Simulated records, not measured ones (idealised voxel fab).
process module | voxel self aligned contacts
cross-section cut | 300 nm wide | cells 5 nm
A cross-section is a grid of square cells, given in bands from the top down. A band is one or more rows of cells.
Each band's line starts with the height of the band's top and of its bottom, in nm. Then come its materials from left to right, each with its width in nm. One material with "throughout" fills the band from edge to edge. "air" is empty space.
Height 0 is the level under which the wafer as received is all one material. The lowest band goes on downwards, as in "0 down".
A width such as "30 to 40" changes by the same amount from each row of cells to the next, from the band's top row to its bottom row.
"no change" after a step means that no cell of the cross-section changed.
closed voids: empty space of 8 cells or more with no open way to the top, each as width x height at its distance from the left edge, in nm
after a step's settings: what the simulator itself notes on the step
overlay nm, on a step with a mask: how far to the right of its planned place the mask lay; to the left if negative
plan
1 op RECEIVE | material Si
2 op OXIDIZE | depth nm 5
3 op DIRECTIONAL_DEP | material polySi | thk nm 30
4 op DIRECTIONAL_DEP | material SiN | thk nm 15
5 op MASKED_ETCH | tone cover | mask id GATE | width nm 35 | pitch nm 65 | etch materials SiN | depth nm 15 | overlay nm 0
6 op MASKED_ETCH | tone cover | mask id GATE | width nm 35 | pitch nm 65 | etch materials polySi | depth nm 30 | overlay nm 0
7 op CONFORMAL_DEP | material SiN | thk nm 5
8 op DIRECTIONAL_ETCH | etch materials SiN | depth nm 5
9 op FILL_DEP | material SiO2 | thk nm 10
10 op CMP | height nm 50
11 op DIRECTIONAL_DEP | material aC | thk nm 10
12 op PATTERN | tone open | mask id CONTACT | material resist | width nm 40 | thk nm 25 | overlay nm 0
13 op DIRECTIONAL_ETCH | etch materials aC | depth nm 10
14 op STRIP | etch materials resist
15 op DIRECTIONAL_ETCH | etch materials SiO2 | depth nm 55
16 op STRIP | etch materials aC
17 op CONFORMAL_DEP | material TiN | thk nm 5
18 op FILL_DEP | material W | thk nm 10
19 op CMP | height nm 50
20 op CONFORMAL_DEP | material SiN | thk nm 5
first wafer, as planned
as received, after step 1
  0 down: Si throughout
  closed voids: none
after step 2
  0 to -5: SiO2 throughout
  below -5: unchanged
after step 3
  30 to 0: polySi throughout
  below 0: unchanged
after step 4
  45 to 30: SiN throughout
  below 30: unchanged
after step 5
  45 to 30: air 100 | SiN 35 | air 30 | SiN 35 | air 100
  below 30: unchanged
after step 6
  45 to 30: air 100 | SiN 35 | air 30 | SiN 35 | air 100
  30 to 0: air 100 | polySi 35 | air 30 | polySi 35 | air 100
  below 0: unchanged
after step 7
  50 to 30: air 95 | SiN 45 | air 20 | SiN 45 | air 95
  30 to 5: air 95 | SiN 5 | polySi 35 | SiN 5 | air 20 | SiN 5 | polySi 35 | SiN 5 | air 95
  5 to 0: SiN 100 | polySi 35 | SiN 30 | polySi 35 | SiN 100
  below 0: unchanged
after step 8
  45 to 30: air 95 | SiN 45 | air 20 | SiN 45 | air 95
  30 to 0: air 95 | SiN 5 | polySi 35 | SiN 5 | air 20 | SiN 5 | polySi 35 | SiN 5 | air 95
  below 0: unchanged
after step 9
  55 to 45: SiO2 throughout
  45 to 30: SiO2 95 | SiN 45 | SiO2 20 | SiN 45 | SiO2 95
  30 to 0: SiO2 95 | SiN 5 | polySi 35 | SiN 5 | SiO2 20 | SiN 5 | polySi 35 | SiN 5 | SiO2 95
  below 0: unchanged
after step 10
  50 to 45: SiO2 throughout
  below 45: unchanged
after step 11
  60 to 50: aC throughout
  below 50: unchanged
after step 12
  85 to 60: resist 130 | air 40 | resist 130
  below 60: unchanged
after step 13
  75 to 60: resist 130 | air 40 | resist 130
  60 to 50: aC 130 | air 40 | aC 130
  below 50: unchanged
after step 14
  60 to 50: aC 130 | air 40 | aC 130
  below 50: unchanged
after step 15
  60 to 50: aC 130 | air 40 | aC 130
  50 to 45: SiO2 130 | air 40 | SiO2 130
  45 to 30: SiO2 95 | SiN 45 | air 20 | SiN 45 | SiO2 95
  30 to 0: SiO2 95 | SiN 5 | polySi 35 | SiN 5 | air 20 | SiN 5 | polySi 35 | SiN 5 | SiO2 95
  0 to -5: SiO2 140 | air 20 | SiO2 140
  below -5: unchanged
after step 16
  50 to 45: SiO2 130 | air 40 | SiO2 130
  below 45: unchanged
after step 17
  55 to 50: TiN 135 | air 30 | TiN 135
  50 to 45: SiO2 130 | TiN 15 | air 10 | TiN 15 | SiO2 130
  45 to 30: SiO2 95 | SiN 45 | TiN 5 | air 10 | TiN 5 | SiN 45 | SiO2 95
  30 to 0: SiO2 95 | SiN 5 | polySi 35 | SiN 5 | TiN 5 | air 10 | TiN 5 | SiN 5 | polySi 35 | SiN 5 | SiO2 95
  0 to -5: SiO2 140 | TiN 20 | SiO2 140
  below -5: unchanged
after step 18
  65 to 55: W throughout
  55 to 50: TiN 135 | W 30 | TiN 135
  50 to 45: SiO2 130 | TiN 15 | W 10 | TiN 15 | SiO2 130
  45 to 30: SiO2 95 | SiN 45 | TiN 5 | W 10 | TiN 5 | SiN 45 | SiO2 95
  30 to 0: SiO2 95 | SiN 5 | polySi 35 | SiN 5 | TiN 5 | W 10 | TiN 5 | SiN 5 | polySi 35 | SiN 5 | SiO2 95
  below 0: unchanged
after step 19
  50 to 45: SiO2 130 | TiN 15 | W 10 | TiN 15 | SiO2 130
  below 45: unchanged
after step 20
  55 to 50: SiN throughout
  below 50: unchanged
second wafer: like start, like plan, one mistake. Through step 11 it matches the first wafer
when step 12 should have ended
  85 to 60: resist 135 | air 30 | resist 135
  below 60: unchanged
when step 13 should have ended
  75 to 60: resist 135 | air 30 | resist 135
  60 to 50: aC 135 | air 30 | aC 135
  below 50: unchanged
when step 14 should have ended
  60 to 50: aC 135 | air 30 | aC 135
  below 50: unchanged
when step 15 should have ended
  60 to 50: aC 135 | air 30 | aC 135
  50 to 45: SiO2 135 | air 30 | SiO2 135
  45 to 30: SiO2 95 | SiN 45 | air 20 | SiN 45 | SiO2 95
  30 to 0: SiO2 95 | SiN 5 | polySi 35 | SiN 5 | air 20 | SiN 5 | polySi 35 | SiN 5 | SiO2 95
  0 to -5: SiO2 140 | air 20 | SiO2 140
  below -5: unchanged
when step 16 should have ended
  50 to 45: SiO2 135 | air 30 | SiO2 135
  below 45: unchanged
when step 17 should have ended
  55 to 50: TiN 140 | air 20 | TiN 140
  50 to 45: SiO2 135 | TiN 10 | air 10 | TiN 10 | SiO2 135
  45 to 30: SiO2 95 | SiN 45 | TiN 5 | air 10 | TiN 5 | SiN 45 | SiO2 95
  30 to 0: SiO2 95 | SiN 5 | polySi 35 | SiN 5 | TiN 5 | air 10 | TiN 5 | SiN 5 | polySi 35 | SiN 5 | SiO2 95
  0 to -5: SiO2 140 | TiN 20 | SiO2 140
  below -5: unchanged
when step 18 should have ended
  65 to 55: W throughout
  55 to 50: TiN 140 | W 20 | TiN 140
  50 to 45: SiO2 135 | TiN 10 | W 10 | TiN 10 | SiO2 135
  45 to 30: SiO2 95 | SiN 45 | TiN 5 | W 10 | TiN 5 | SiN 45 | SiO2 95
  30 to 0: SiO2 95 | SiN 5 | polySi 35 | SiN 5 | TiN 5 | W 10 | TiN 5 | SiN 5 | polySi 35 | SiN 5 | SiO2 95
  below 0: unchanged
when step 19 should have ended
  50 to 45: SiO2 135 | TiN 10 | W 10 | TiN 10 | SiO2 135
  below 45: unchanged
when step 20 should have ended
  55 to 50: SiN throughout
  below 50: unchanged
what went wrong: step 12 ran as: op PATTERN | tone open | mask id CONTACT | material resist | width nm 30 | thk nm 25 | overlay nm 0
at the end the second wafer has, in cells: 2 more of SiO2 | 2 fewer of TiN
